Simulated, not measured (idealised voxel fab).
Presented below is a process module, voxel wiring stack.
The figure presents cross-section cut, which has a width of 240 nm and is divided into square cells with an edge length of 5 nm.
Reading order for cross-sections: top band down to bottom band. Underlying form: a grid of square cells. Band size: one or more rows of cells.
For a band, the entry starts with two heights in nm, that of the top and then that of the bottom, and carries on with the band's materials in order from left to right, each alongside its width in nm; the word "everywhere" beside a single material means it fills the band edge to edge, and "air" means empty space.
Heights from 0 (as-received wafer is one material below). Bottom band endless downward, as "0 nm and below".
Per-row width for "30->40": begins at first number (top row of band), ends at second number (bottom row), increment between rows held constant.
"no modifications" for a step: no cell of the cross-section changed in that step.
Heads up: "Enclosed void catalog" only lists the empty pockets with no open path to the top that are 8 cells or more, and it writes them as width x height at distance, distance from the left edge, in nm.
What comes after the settings on a step's line is commentary from the simulator itself on that step.
When a step includes a mask, the "overlay nm" setting on its line states how far to the right of its planned place that mask lay, and negative values state how far to the left.
Here's what the planned process steps look like
step 1: RECEIVE, material Si
step 2: CONFORMAL_DEP, material SiO2, thk nm 10
step 3: DIRECTIONAL_DEP, material TiN, thk nm 5
step 4: DIRECTIONAL_DEP, material W, thk nm 25
step 5: MASKED_ETCH, tone cover, mask id METAL_1, width nm 20, pitch nm 40, etch materials W, depth nm 25, overlay nm 0
step 6: MASKED_ETCH, tone cover, mask id METAL_1, width nm 20, pitch nm 40, etch materials TiN, depth nm 5, overlay nm 0
step 7: FILL_DEP, material lowk, thk nm 5
step 8: CMP, height nm 40
step 9: CONFORMAL_DEP, material SiCN, thk nm 5
step 10: DIRECTIONAL_DEP, material lowk, thk nm 10
step 11: MASKED_ETCH, tone open, mask id PLUG_1, width nm 15, pitch nm 40, etch materials lowk, depth nm 10, overlay nm 0
step 12: MASKED_ETCH, tone open, mask id PLUG_1, width nm 15, pitch nm 40, etch materials SiCN, depth nm 5, overlay nm 0
step 13: EPI, material Ru, thk nm 10
step 14: EPI, material Ru, thk nm 5
step 15: CONFORMAL_DEP, material SiCN, thk nm 5
step 16: DIRECTIONAL_DEP, material lowk, thk nm 15
step 17: PATTERN, tone open, mask id METAL_2, material resist, width nm 20, pitch nm 40, thk nm 15, overlay nm 0
step 18: DIRECTIONAL_ETCH, etch materials lowk, depth nm 15
step 19: DIRECTIONAL_ETCH, etch materials SiCN, depth nm 5
step 20: STRIP, etch materials resist
step 21: CONFORMAL_DEP, material TiN, thk nm 5
step 22: FILL_DEP, material Cu, thk nm 10
step 23: CMP, height nm 75
step 24: EPI, material Ru, thk nm 5
step 25: FILL_DEP, material SiCN, thk nm 5
step 26: DIRECTIONAL_DEP, material lowk, thk nm 20
step 27: MASKED_ETCH, tone open, mask id PLUG_2, width nm 15, pitch nm 80, etch materials lowk, depth nm 20, overlay nm 0
step 28: MASKED_ETCH, tone open, mask id PLUG_2, width nm 15, pitch nm 80, etch materials SiCN, depth nm 5, overlay nm 0
step 29: EPI, material Ru, thk nm 10
step 30: EPI, material Ru, thk nm 10
step 31: EPI, material Ru, thk nm 5
step 32: CONFORMAL_DEP, material SiCN, thk nm 5
step 33: DIRECTIONAL_DEP, material lowk, thk nm 25
step 34: PATTERN, tone open, mask id METAL_3, material resist, width nm 20, pitch nm 40, thk nm 20, overlay nm 0
step 35: DIRECTIONAL_ETCH, etch materials lowk, depth nm 25
step 36: DIRECTIONAL_ETCH, etch materials SiCN, depth nm 5
step 37: STRIP, etch materials resist
step 38: CONFORMAL_DEP, material TiN, thk nm 5
step 39: FILL_DEP, material Ru, thk nm 10
step 40: CMP, height nm 135
step 41: CONFORMAL_DEP, material SiCN, thk nm 5
Delivered wafer in cross-section: state after step 1
> 0 nm and below: Si everywhere
> Enclosed void catalog: none
First of two wafers: cross-section at end of module, run per plan
> 140 nm to 135 nm: SiCN everywhere
> 135 nm to 110 nm: 50 lowk  5 TiN  10 Ru  5 TiN  20 lowk  5 TiN  10 Ru  5 TiN  20 lowk  5 TiN  10 Ru  5 TiN  20 lowk  5 TiN  10 Ru  5 TiN  50 lowk
> 110 nm to 105 nm: 50 SiCN  20 TiN  20 SiCN  20 TiN  20 SiCN  20 TiN  20 SiCN  20 TiN  50 SiCN
> 105 nm to 85 nm: 50 lowk  15 Ru  65 lowk  15 Ru  95 lowk
> 85 nm to 80 nm: 50 SiCN  15 Ru  65 SiCN  15 Ru  95 SiCN
> 80 nm to 75 nm: 45 SiCN  30 Ru  10 SiCN  30 Ru  10 SiCN  30 Ru  10 SiCN  30 Ru  45 SiCN
> 75 nm to 60 nm: 50 lowk  5 TiN  10 Cu  5 TiN  20 lowk  5 TiN  10 Cu  5 TiN  20 lowk  5 TiN  10 Cu  5 TiN  20 lowk  5 TiN  10 Cu  5 TiN  50 lowk
> 60 nm to 55 nm: 50 SiCN  20 TiN  20 SiCN  20 TiN  20 SiCN  20 TiN  20 SiCN  20 TiN  50 SiCN
> 55 nm to 45 nm: 50 lowk  15 Ru  25 lowk  15 Ru  25 lowk  15 Ru  25 lowk  15 Ru  55 lowk
> 45 nm to 40 nm: 50 SiCN  15 Ru  25 SiCN  15 Ru  25 SiCN  15 Ru  25 SiCN  15 Ru  55 SiCN
> 40 nm to 15 nm: 50 lowk  20 W  20 lowk  20 W  20 lowk  20 W  20 lowk  20 W  50 lowk
> 15 nm to 10 nm: 50 lowk  20 TiN  20 lowk  20 TiN  20 lowk  20 TiN  20 lowk  20 TiN  50 lowk
> 10 nm to 0 nm: SiO2 everywhere
> 0 nm and below: Si everywhere
> Enclosed void catalog: none
Module end: cross-section of wafer two of two. Same start and process plan as the first wafer. One mistake during execution
> 140 nm to 135 nm: SiCN everywhere
> 135 nm to 110 nm: 50 lowk  5 TiN  10 Ru  5 TiN  20 lowk  5 TiN  10 Ru  5 TiN  20 lowk  5 TiN  10 Ru  5 TiN  20 lowk  5 TiN  10 Ru  5 TiN  50 lowk
> 110 nm to 105 nm: 50 SiCN  20 TiN  20 SiCN  20 TiN  20 SiCN  20 TiN  20 SiCN  20 TiN  50 SiCN
> 105 nm to 90 nm: 50 lowk  5 SiCN  5 TiN  5 SiCN  65 lowk  5 SiCN  5 TiN  5 SiCN  95 lowk
> 90 nm to 85 nm: lowk everywhere
> 85 nm to 80 nm: SiCN everywhere
> 80 nm to 75 nm: 45 SiCN  30 Ru  10 SiCN  30 Ru  10 SiCN  30 Ru  10 SiCN  30 Ru  45 SiCN
> 75 nm to 60 nm: 50 lowk  5 TiN  10 Cu  5 TiN  20 lowk  5 TiN  10 Cu  5 TiN  20 lowk  5 TiN  10 Cu  5 TiN  20 lowk  5 TiN  10 Cu  5 TiN  50 lowk
> 60 nm to 55 nm: 50 SiCN  20 TiN  20 SiCN  20 TiN  20 SiCN  20 TiN  20 SiCN  20 TiN  50 SiCN
> 55 nm to 45 nm: 50 lowk  15 Ru  25 lowk  15 Ru  25 lowk  15 Ru  25 lowk  15 Ru  55 lowk
> 45 nm to 40 nm: 50 SiCN  15 Ru  25 SiCN  15 Ru  25 SiCN  15 Ru  25 SiCN  15 Ru  55 SiCN
> 40 nm to 15 nm: 50 lowk  20 W  20 lowk  20 W  20 lowk  20 W  20 lowk  20 W  50 lowk
> 15 nm to 10 nm: 50 lowk  20 TiN  20 lowk  20 TiN  20 lowk  20 TiN  20 lowk  20 TiN  50 lowk
> 10 nm to 0 nm: SiO2 everywhere
> 0 nm and below: Si everywhere
> Enclosed void catalog: none
Where did the run depart from the plan? contrary to plan, step 27 was performed as MASKED_ETCH, tone open, mask id PLUG_2, width nm 15, pitch nm 80, etch materials lowk, depth nm 15, overlay nm 0
Wrapping up, a cell-based count of both wafers puts the second over or under the first for these materials: -30 Ru; +18 SiCN; +6 TiN; +6 lowk
